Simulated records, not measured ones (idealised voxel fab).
process module | voxel released beams
cross-section cut | 175 nm wide | cells 5 nm
A cross-section is a grid of square cells, given in bands from the top down. A band is one or more rows of cells.
Each band's line starts with the height of the band's top and of its bottom, in nm. Then come its materials from left to right, each with its width in nm. One material with "throughout" fills the band from edge to edge. "air" is empty space.
Height 0 is the level under which the wafer as received is all one material. The lowest band goes on downwards, as in "0 down".
A width such as "30 to 40" changes by the same amount from each row of cells to the next, from the band's top row to its bottom row.
"no change" after a step means that no cell of the cross-section changed.
closed voids: empty space of 8 cells or more with no open way to the top, each as width x height at its distance from the left edge, in nm
after a step's settings: what the simulator itself notes on the step
overlay nm, on a step with a mask: how far to the right of its planned place the mask lay; to the left if negative
plan
1 op RECEIVE | material Si
2 op CONFORMAL_DEP | material SiN | thk nm 5
3 op DIRECTIONAL_DEP | material SiO2 | thk nm 15
4 op PATTERN | tone open | mask id ANCHOR | material resist | width nm 25 | thk nm 15 | overlay nm 0
5 op DIRECTIONAL_ETCH | etch materials SiO2 | depth nm 15
6 op STRIP | etch materials resist
7 op CONFORMAL_DEP | material W | thk nm 15
8 op DIRECTIONAL_DEP | material aC | thk nm 10
9 op PATTERN | tone cover | mask id BEAM | material resist | width nm 120 | thk nm 25 | overlay nm 0
10 op DIRECTIONAL_ETCH | etch materials aC | depth nm 10
11 op STRIP | etch materials resist
12 op DIRECTIONAL_ETCH | etch materials W | depth nm 15
13 op STRIP | etch materials aC
14 op STRIP | etch materials SiO2
varied across the wafers: width nm of step 4. The plan shows the first wafer's value. All wafers start alike
first wafer as received, after step 1
  0 down: Si throughout
  closed voids: none
first wafer at the end, after step 14
  35 to 20: air 25 | W 120 | air 30
  20 to 5: air 35 | W 25 | air 115
  5 to 0: SiN throughout
  0 down: Si throughout
  closed voids: none
last wafer at the end
  35 to 20: air 25 | W 15 | air 20 | W 85 | air 30
  20 to 5: air 25 | W 50 | air 100
  5 to 0: SiN throughout
  0 down: Si throughout
  closed voids: none
each wafer at the end: cells of each material gained (+) or lost (-) since it was received, then its closed voids
width nm 25 | +35 SiN | +87 W | closed voids: none
width nm 30 | +35 SiN | +90 W | closed voids: none
width nm 35 | +35 SiN | +90 W | closed voids: none
width nm 40 | +35 SiN | +90 W | closed voids: none
width nm 45 | +35 SiN | +90 W | closed voids: none
width nm 50 | +35 SiN | +90 W | closed voids: none
